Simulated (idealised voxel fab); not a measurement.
process module | voxel transistor to metal
cross-section cut | 185 nm wide | cells 5 nm
A cross-section is a grid of square cells, given in bands from the top down. A band is one or more rows of cells.
Each band's line starts with the height of the band's top and of its bottom, in nm. Then come its materials from left to right, each with its width in nm. One material with "throughout" fills the band from edge to edge. "air" is empty space.
Height 0 is the level under which the wafer as received is all one material. The lowest band goes on downwards, as in "0 down".
A width such as "30 to 40" changes by the same amount from each row of cells to the next, from the band's top row to its bottom row.
"no change" after a step means that no cell of the cross-section changed.
closed voids: empty space of 8 cells or more with no open way to the top, each as width x height at its distance from the left edge, in nm
after a step's settings: what the simulator itself notes on the step
overlay nm, on a step with a mask: how far to the right of its planned place the mask lay; to the left if negative
plan
1 op RECEIVE | material Si
2 op OXIDIZE | depth nm 5
3 op CONFORMAL_DEP | material SiN | thk nm 10
4 op DIRECTIONAL_DEP | material aC | thk nm 10
5 op PATTERN | tone cover | mask id ACTIVE | material resist | width nm 105 | thk nm 25 | overlay nm 0
6 op DIRECTIONAL_ETCH | etch materials aC | depth nm 10
7 op STRIP | etch materials resist
8 op DIRECTIONAL_ETCH | etch materials SiN | depth nm 10
9 op DIRECTIONAL_ETCH | etch materials SiO2 | depth nm 5
10 op DIRECTIONAL_ETCH | etch materials Si | depth nm 35
11 op STRIP | etch materials aC
12 op OXIDIZE | depth nm 5
13 op FILL_DEP | material SiO2 | thk nm 5
14 op CMP | height nm 10
15 op SELECTIVE_ETCH | etch materials SiO2 | depth nm 5
16 op STRIP | etch materials SiN
17 op SELECTIVE_ETCH | etch materials SiO2 | depth nm 5
18 op OXIDIZE | depth nm 5
19 op DIRECTIONAL_DEP | material polySi | thk nm 30
20 op DIRECTIONAL_DEP | material SiCN | thk nm 10
21 op PATTERN | tone cover | mask id GATE | material resist | width nm 25 | thk nm 20 | overlay nm 0
22 op DIRECTIONAL_ETCH | etch materials SiCN | depth nm 20
23 op DIRECTIONAL_ETCH | etch materials polySi | depth nm 40
24 op STRIP | etch materials resist
25 op CONFORMAL_DEP | material SiO2 | thk nm 5
26 op DIRECTIONAL_ETCH | etch materials SiO2 | depth nm 5
27 op CONFORMAL_DEP | material SiN | thk nm 5
28 op DIRECTIONAL_ETCH | etch materials SiN | depth nm 5
29 op DIRECTIONAL_ETCH | etch materials SiO2 | depth nm 5
30 op DIRECTIONAL_ETCH | etch materials Si | depth nm 10
31 op EPI | material nSi | thk nm 10
32 op FILL_DEP | material SiO2 | thk nm 10
33 op CMP | height nm 35
34 op DIRECTIONAL_DEP | material SiO2 | thk nm 15
35 op PATTERN | tone open | mask id CONTACT | material resist | width nm 20 | pitch nm 75 | thk nm 15 | overlay nm 0
36 op DIRECTIONAL_ETCH | etch materials SiO2 | depth nm 60
37 op STRIP | etch materials resist
38 op CONFORMAL_DEP | material TiN | thk nm 5
39 op FILL_DEP | material Ru | thk nm 5
40 op CMP | height nm 50
41 op DIRECTIONAL_DEP | material TiN | thk nm 5
42 op DIRECTIONAL_DEP | material W | thk nm 15
43 op DIRECTIONAL_DEP | material aC | thk nm 15
44 op PATTERN | tone cover | mask id METAL_1 | material resist | width nm 20 | pitch nm 75 | thk nm 35 | overlay nm 0
45 op DIRECTIONAL_ETCH | etch materials aC | depth nm 15
46 op STRIP | etch materials resist
47 op DIRECTIONAL_ETCH | etch materials W | depth nm 15
48 op DIRECTIONAL_ETCH | etch materials TiN | depth nm 5
49 op STRIP | etch materials aC
50 op CONFORMAL_DEP | material SiN | thk nm 5
51 op FILL_DEP | material lowk | thk nm 10
52 op CMP | height nm 70
53 op CONFORMAL_DEP | material SiCN | thk nm 5
54 op DIRECTIONAL_DEP | material SiO2 | thk nm 35
55 op MASKED_ETCH | tone open | mask id METAL_2 | width nm 20 | pitch nm 75 | etch materials SiO2 | depth nm 20 | overlay nm 0
56 op MASKED_ETCH | tone open | mask id METAL_2_HOLES | width nm 15 | pitch nm 75 | etch materials SiO2 | depth nm 15 | overlay nm 0
57 op MASKED_ETCH | tone open | mask id METAL_2_HOLES | width nm 15 | pitch nm 75 | etch materials SiCN | depth nm 5 | overlay nm 0
58 op CONFORMAL_DEP | material TiN | thk nm 5
59 op FILL_DEP | material Ru | thk nm 5
60 op CMP | height nm 110
61 op CONFORMAL_DEP | material SiN | thk nm 5
varied across the wafers: thk nm of step 50. The plan shows the first wafer's value. All wafers start alike
first wafer as received, after step 1
  0 down: Si throughout
  closed voids: none
first wafer at the end, after step 61
  115 to 110: SiN throughout
  110 to 95: SiO2 45 | TiN 5 | Ru 10 | TiN 5 | SiO2 55 | TiN 5 | Ru 10 | TiN 5 | SiO2 45
  95 to 90: SiO2 45 | TiN 5 | Ru 5 | TiN 10 | SiO2 55 | TiN 5 | Ru 5 | TiN 10 | SiO2 45
  90 to 75: SiO2 45 | TiN 5 | Ru 5 | TiN 5 | SiO2 60 | TiN 5 | Ru 5 | TiN 5 | SiO2 50
  75 to 70: SiCN 45 | TiN 15 | SiCN 60 | TiN 15 | SiCN 50
  70 to 55: lowk 40 | SiN 5 | W 20 | SiN 5 | lowk 45 | SiN 5 | W 20 | SiN 5 | lowk 40
  55 to 50: SiN 45 | TiN 20 | SiN 55 | TiN 20 | SiN 45
  50 to 35: SiO2 45 | TiN 5 | Ru 10 | TiN 5 | SiO2 55 | TiN 5 | Ru 10 | TiN 5 | SiO2 45
  35 to 25: SiO2 45 | TiN 5 | Ru 10 | TiN 5 | SiO2 5 | SiN 5 | SiO2 5 | SiCN 25 | SiO2 5 | SiN 5 | SiO2 5 | TiN 5 | Ru 10 | TiN 5 | SiO2 45
  25 to 5: SiO2 45 | TiN 5 | Ru 10 | TiN 5 | SiO2 5 | SiN 5 | SiO2 5 | polySi 25 | SiO2 5 | SiN 5 | SiO2 5 | TiN 5 | Ru 10 | TiN 5 | SiO2 45
  5 to 0: SiO2 45 | TiN 5 | Ru 5 | TiN 10 | SiO2 5 | SiN 5 | SiO2 5 | polySi 25 | SiO2 5 | SiN 5 | SiO2 5 | TiN 10 | Ru 5 | TiN 5 | SiO2 45
  0 to -5: SiO2 40 | SiN 5 | TiN 5 | Ru 5 | TiN 5 | nSi 10 | SiN 5 | SiO2 5 | polySi 25 | SiO2 5 | SiN 5 | nSi 10 | TiN 5 | Ru 5 | TiN 5 | SiN 5 | SiO2 40
  -5 to -10: SiO2 45 | TiN 15 | nSi 10 | SiO2 45 | nSi 10 | TiN 15 | SiO2 45
  -10 to -20: SiO2 45 | nSi 25 | Si 45 | nSi 25 | SiO2 45
  -20 to -45: SiO2 45 | Si 95 | SiO2 45
  -45 down: Si throughout
  closed voids: none
last wafer at the end
  115 to 110: SiN throughout
  110 to 95: SiO2 45 | TiN 5 | Ru 10 | TiN 5 | SiO2 55 | TiN 5 | Ru 10 | TiN 5 | SiO2 45
  95 to 90: SiO2 45 | TiN 5 | Ru 5 | TiN 10 | SiO2 55 | TiN 5 | Ru 5 | TiN 10 | SiO2 45
  90 to 75: SiO2 45 | TiN 5 | Ru 5 | TiN 5 | SiO2 60 | TiN 5 | Ru 5 | TiN 5 | SiO2 50
  75 to 70: SiCN 45 | TiN 15 | SiCN 60 | TiN 15 | SiCN 50
  70 to 55: SiN 45 | W 20 | SiN 55 | W 20 | SiN 45
  55 to 50: SiN 45 | TiN 20 | SiN 55 | TiN 20 | SiN 45
  50 to 35: SiO2 45 | TiN 5 | Ru 10 | TiN 5 | SiO2 55 | TiN 5 | Ru 10 | TiN 5 | SiO2 45
  35 to 25: SiO2 45 | TiN 5 | Ru 10 | TiN 5 | SiO2 5 | SiN 5 | SiO2 5 | SiCN 25 | SiO2 5 | SiN 5 | SiO2 5 | TiN 5 | Ru 10 | TiN 5 | SiO2 45
  25 to 5: SiO2 45 | TiN 5 | Ru 10 | TiN 5 | SiO2 5 | SiN 5 | SiO2 5 | polySi 25 | SiO2 5 | SiN 5 | SiO2 5 | TiN 5 | Ru 10 | TiN 5 | SiO2 45
  5 to 0: SiO2 45 | TiN 5 | Ru 5 | TiN 10 | SiO2 5 | SiN 5 | SiO2 5 | polySi 25 | SiO2 5 | SiN 5 | SiO2 5 | TiN 10 | Ru 5 | TiN 5 | SiO2 45
  0 to -5: SiO2 40 | SiN 5 | TiN 5 | Ru 5 | TiN 5 | nSi 10 | SiN 5 | SiO2 5 | polySi 25 | SiO2 5 | SiN 5 | nSi 10 | TiN 5 | Ru 5 | TiN 5 | SiN 5 | SiO2 40
  -5 to -10: SiO2 45 | TiN 15 | nSi 10 | SiO2 45 | nSi 10 | TiN 15 | SiO2 45
  -10 to -20: SiO2 45 | nSi 25 | Si 45 | nSi 25 | SiO2 45
  -20 to -45: SiO2 45 | Si 95 | SiO2 45
  -45 down: Si throughout
  closed voids: none
each wafer at the end: cells of each material gained (+) or lost (-) since it was received, then its closed voids
thk nm 5 | +60 Ru | -220 Si | +41 SiCN | +96 SiN | +621 SiO2 | +96 TiN | +24 W | +75 lowk | +28 nSi | +30 polySi | closed voids: none
thk nm 10 | +60 Ru | -220 Si | +41 SiCN | +129 SiN | +621 SiO2 | +96 TiN | +24 W | +42 lowk | +28 nSi | +30 polySi | closed voids: none
thk nm 15 | +60 Ru | -220 Si | +41 SiCN | +154 SiN | +621 SiO2 | +96 TiN | +24 W | +17 lowk | +28 nSi | +30 polySi | closed voids: none
thk nm 20 | +60 Ru | -220 Si | +41 SiCN | +171 SiN | +621 SiO2 | +96 TiN | +24 W | +28 nSi | +30 polySi | closed voids: none
